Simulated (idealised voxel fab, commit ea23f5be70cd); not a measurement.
The following process module bears the name voxel air gaps.
This is section cut - it's 270 nm across, gridded in 5 nm square cells.
If you're reading a cross-section in this doc, picture square cells in a grid; it comes to you as bands, top ones listed first down to the bottom, and a band can be one or more rows of cells. Look at the band entry: it leads with the top's height and the bottom's height in nm. Then it lists the materials left to right, with a width in nm for each. The word "everywhere" on a single material says that material fills the band edge to edge. The word "air" is empty space. Zero point of the height axis is 0; under it, received wafer = one material. Lowest band: continues down indefinitely, "from 0 down". Note: "30..40" means the width goes from the first number (top row of the band) to the second number (bottom row) in equal steps per row of cells. "remains unaltered" means the step left every cell of the cross-section as it was. In the "Enclosed internal cavities" entry, you get each enclosed empty space of 8 cells or more, one with no open way to the top, written width x height at distance, distance from the left edge, in nm. If you see something after the settings on a step's line, that's the simulator's own remark about that step. overlay nm: how far to the right of its planned place the mask lay on this masked step (negative: to the left).
## Listed below are the process steps as planned
1,RECEIVE,material Si
2,CONFORMAL_DEP,material SiO2,thk nm 15
3,CONFORMAL_DEP,material SiCN,thk nm 5
4,DIRECTIONAL_DEP,material lowk,thk nm 30
5,PATTERN,tone open,mask id LINES,material resist,width nm 25,pitch nm 50,thk nm 15,overlay nm 0
6,DIRECTIONAL_ETCH,etch materials lowk,depth nm 30
7,STRIP,etch materials resist
8,CONFORMAL_DEP,material TiN,thk nm 5
9,FILL_DEP,material W,thk nm 5
10,CMP,height nm 50
11,EPI,material Ru,thk nm 10
12,SELECTIVE_ETCH,etch materials lowk,depth nm 40
13,CONFORMAL_DEP,material SiCN,thk nm 5
## First wafer of two (run as planned)
## Wafer as received: cross-section following step 1
from 0 down | Si everywhere
Enclosed internal cavities: none
## Step 2 complete: cross-section through the wafer
from 15 to 0 | SiO2 everywhere
Under the height 0 nothing was changed.
## Step 3 complete: cross-section through the wafer
from 20 to 15 | SiCN everywhere
Under the height 15 nothing was changed.
## Step 4 complete: cross-section through the wafer
from 50 to 20 | lowk everywhere
Under the height 20 nothing was changed.
## Step 5 complete: cross-section through the wafer
from 65 to 50 | resist 70 nm, then air 25 nm, then resist 25 nm, then air 25 nm, then resist 25 nm, then air 25 nm, then resist 75 nm
Under the height 50 nothing was changed.
## Step 6 complete: cross-section through the wafer
from 65 to 50 | resist 70 nm, then air 25 nm, then resist 25 nm, then air 25 nm, then resist 25 nm, then air 25 nm, then resist 75 nm
from 50 to 20 | lowk 70 nm, then air 25 nm, then lowk 25 nm, then air 25 nm, then lowk 25 nm, then air 25 nm, then lowk 75 nm
Under the height 20 nothing was changed.
## Step 7 complete: cross-section through the wafer
from 50 to 20 | lowk 70 nm, then air 25 nm, then lowk 25 nm, then air 25 nm, then lowk 25 nm, then air 25 nm, then lowk 75 nm
Under the height 20 nothing was changed.
## Step 8 complete: cross-section through the wafer
from 55 to 50 | TiN 75 nm, then air 15 nm, then TiN 35 nm, then air 15 nm, then TiN 35 nm, then air 15 nm, then TiN 80 nm
from 50 to 25 | lowk 70 nm, then TiN 5 nm, then air 15 nm, then TiN 5 nm, then lowk 25 nm, then TiN 5 nm, then air 15 nm, then TiN 5 nm, then lowk 25 nm, then TiN 5 nm, then air 15 nm, then TiN 5 nm, then lowk 75 nm
from 25 to 20 | lowk 70 nm, then TiN 25 nm, then lowk 25 nm, then TiN 25 nm, then lowk 25 nm, then TiN 25 nm, then lowk 75 nm
Under the height 20 nothing was changed.
## Step 9 complete: cross-section through the wafer
from 60 to 55 | W everywhere
from 55 to 50 | TiN 75 nm, then W 15 nm, then TiN 35 nm, then W 15 nm, then TiN 35 nm, then W 15 nm, then TiN 80 nm
from 50 to 25 | lowk 70 nm, then TiN 5 nm, then W 15 nm, then TiN 5 nm, then lowk 25 nm, then TiN 5 nm, then W 15 nm, then TiN 5 nm, then lowk 25 nm, then TiN 5 nm, then W 15 nm, then TiN 5 nm, then lowk 75 nm
Under the height 25 nothing was changed.
## Step 10 complete: cross-section through the wafer
from 50 to 25 | lowk 70 nm, then TiN 5 nm, then W 15 nm, then TiN 5 nm, then lowk 25 nm, then TiN 5 nm, then W 15 nm, then TiN 5 nm, then lowk 25 nm, then TiN 5 nm, then W 15 nm, then TiN 5 nm, then lowk 75 nm
Under the height 25 nothing was changed.
## Step 11 complete: cross-section through the wafer
from 60 to 50 | air 60 nm, then Ru 45 nm, then air 5 nm, then Ru 45 nm, then air 5 nm, then Ru 45 nm, then air 65 nm
Under the height 50 nothing was changed.
## Step 12 complete: cross-section through the wafer
from 60 to 50 | air 60 nm, then Ru 45 nm, then air 5 nm, then Ru 45 nm, then air 5 nm, then Ru 45 nm, then air 65 nm
from 50 to 25 | air 70 nm, then TiN 5 nm, then W 15 nm, then TiN 5 nm, then air 25 nm, then TiN 5 nm, then W 15 nm, then TiN 5 nm, then air 25 nm, then TiN 5 nm, then W 15 nm, then TiN 5 nm, then air 75 nm
from 25 to 20 | air 70 nm, then TiN 25 nm, then air 25 nm, then TiN 25 nm, then air 25 nm, then TiN 25 nm, then air 75 nm
Under the height 20 nothing was changed.
## Step 13 complete: cross-section through the wafer
from 65 to 60 | air 55 nm, then SiCN 155 nm, then air 60 nm
from 60 to 50 | air 55 nm, then SiCN 5 nm, then Ru 45 nm, then SiCN 5 nm, then Ru 45 nm, then SiCN 5 nm, then Ru 45 nm, then SiCN 5 nm, then air 60 nm
from 50 to 45 | air 55 nm, then SiCN 15 nm, then TiN 5 nm, then W 15 nm, then TiN 5 nm, then SiCN 25 nm, then TiN 5 nm, then W 15 nm, then TiN 5 nm, then SiCN 25 nm, then TiN 5 nm, then W 15 nm, then TiN 5 nm, then SiCN 15 nm, then air 60 nm
from 45 to 25 | air 65 nm, then SiCN 5 nm, then TiN 5 nm, then W 15 nm, then TiN 5 nm, then SiCN 5 nm, then air 15 nm, then SiCN 5 nm, then TiN 5 nm, then W 15 nm, then TiN 5 nm, then SiCN 5 nm, then air 15 nm, then SiCN 5 nm, then TiN 5 nm, then W 15 nm, then TiN 5 nm, then SiCN 5 nm, then air 70 nm
from 25 to 20 | SiCN 70 nm, then TiN 25 nm, then SiCN 25 nm, then TiN 25 nm, then SiCN 25 nm, then TiN 25 nm, then SiCN 75 nm
Under the height 20 nothing was changed.
Enclosed internal cavities: 15 x 20 at 100; 15 x 20 at 150
## Okay, second wafer. Nothing different at the start, nothing different in the plan, just one mistake somewhere in the running. As far as step 3, counting that step, it's the first wafer all over again
## The second wafer in cross-section, at the planned close of step 4
from 50 to 20 | TiN everywhere
Under the height 20 nothing was changed.
## The second wafer in cross-section, at the planned close of step 5
from 65 to 50 | resist 70 nm, then air 25 nm, then resist 25 nm, then air 25 nm, then resist 25 nm, then air 25 nm, then resist 75 nm
Under the height 50 nothing was changed.
The second wafer in cross-section, at the planned close of step 6: remains unaltered
## The second wafer in cross-section, at the planned close of step 7
from 50 to 20 | TiN everywhere
Under the height 20 nothing was changed.
## The second wafer in cross-section, at the planned close of step 8
from 55 to 20 | TiN everywhere
Under the height 20 nothing was changed.
## The second wafer in cross-section, at the planned close of step 9
from 60 to 55 | W everywhere
Under the height 55 nothing was changed.
## The second wafer in cross-section, at the planned close of step 10
from 50 to 20 | TiN everywhere
Under the height 20 nothing was changed.
## The second wafer in cross-section, at the planned close of step 11
from 60 to 50 | Ru everywhere
Under the height 50 nothing was changed.
The second wafer in cross-section, at the planned close of step 12: remains unaltered
## The second wafer in cross-section, at the planned close of step 13
from 65 to 60 | SiCN everywhere
Under the height 60 nothing was changed.
Short version of what went wrong: it should be noted that step 4 was executed with settings other than those planned, the operation and settings actually applied being DIRECTIONAL_DEP,material TiN,thk nm 30
Count the cells at the end and the second wafer has more or fewer of some materials than the first: 54 more of Ru | 64 fewer of SiCN | 279 more of TiN | 45 fewer of W
Heads up: the first wafer ends with 2 closed voids, the second with 0.
